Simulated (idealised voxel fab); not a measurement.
process module | voxel ribs on slabs
cross-section cut | 295 nm wide | cells 5 nm
A cross-section is a grid of square cells, given in bands from the top down. A band is one or more rows of cells.
Each band's line starts with the height of the band's top and of its bottom, in nm. Then come its materials from left to right, each with its width in nm. One material with "throughout" fills the band from edge to edge. "air" is empty space.
Height 0 is the level under which the wafer as received is all one material. The lowest band goes on downwards, as in "0 down".
A width such as "30 to 40" changes by the same amount from each row of cells to the next, from the band's top row to its bottom row.
"no change" after a step means that no cell of the cross-section changed.
closed voids: empty space of 8 cells or more with no open way to the top, each as width x height at its distance from the left edge, in nm
after a step's settings: what the simulator itself notes on the step
overlay nm, on a step with a mask: how far to the right of its planned place the mask lay; to the left if negative
plan
1 op RECEIVE | material Si
2 op DIRECTIONAL_DEP | material SiO2 | thk nm 30
3 op DIRECTIONAL_DEP | material SiN | thk nm 15
4 op PATTERN | tone cover | mask id RIB | material resist | width nm 15 | thk nm 20 | overlay nm 0
5 op DIRECTIONAL_ETCH | etch materials SiN | depth nm 10
6 op STRIP | etch materials resist
7 op MASKED_ETCH | tone cover | mask id SLAB | width nm 75 | etch materials SiN | depth nm 5 | overlay nm 0
8 op FILL_DEP | material SiO2 | thk nm 25
9 op CMP | height nm 65
10 op DIRECTIONAL_DEP | material W | thk nm 10
11 op DIRECTIONAL_DEP | material aC | thk nm 15
12 op PATTERN | tone cover | mask id HEATER | material resist | width nm 15 | thk nm 35 | overlay nm 0
13 op DIRECTIONAL_ETCH | etch materials aC | depth nm 15
14 op STRIP | etch materials resist
15 op DIRECTIONAL_ETCH | etch materials W | depth nm 10
16 op STRIP | etch materials aC
17 op CONFORMAL_DEP | material SiO2 | thk nm 5
varied across the wafers: width nm of step 12. The plan shows the first wafer's value. All wafers start alike
first wafer as received, after step 1
  0 down: Si throughout
  closed voids: none
each wafer at the end: cells of each material gained (+) or lost (-) since it was received, then its closed voids
width nm 15 | +21 SiN | +809 SiO2 | +6 W | closed voids: none
width nm 20 | +21 SiN | +809 SiO2 | +8 W | closed voids: none
width nm 25 | +21 SiN | +809 SiO2 | +10 W | closed voids: none
width nm 30 | +21 SiN | +809 SiO2 | +12 W | closed voids: none
width nm 35 | +21 SiN | +809 SiO2 | +14 W | closed voids: none
width nm 40 | +21 SiN | +809 SiO2 | +16 W | closed voids: none
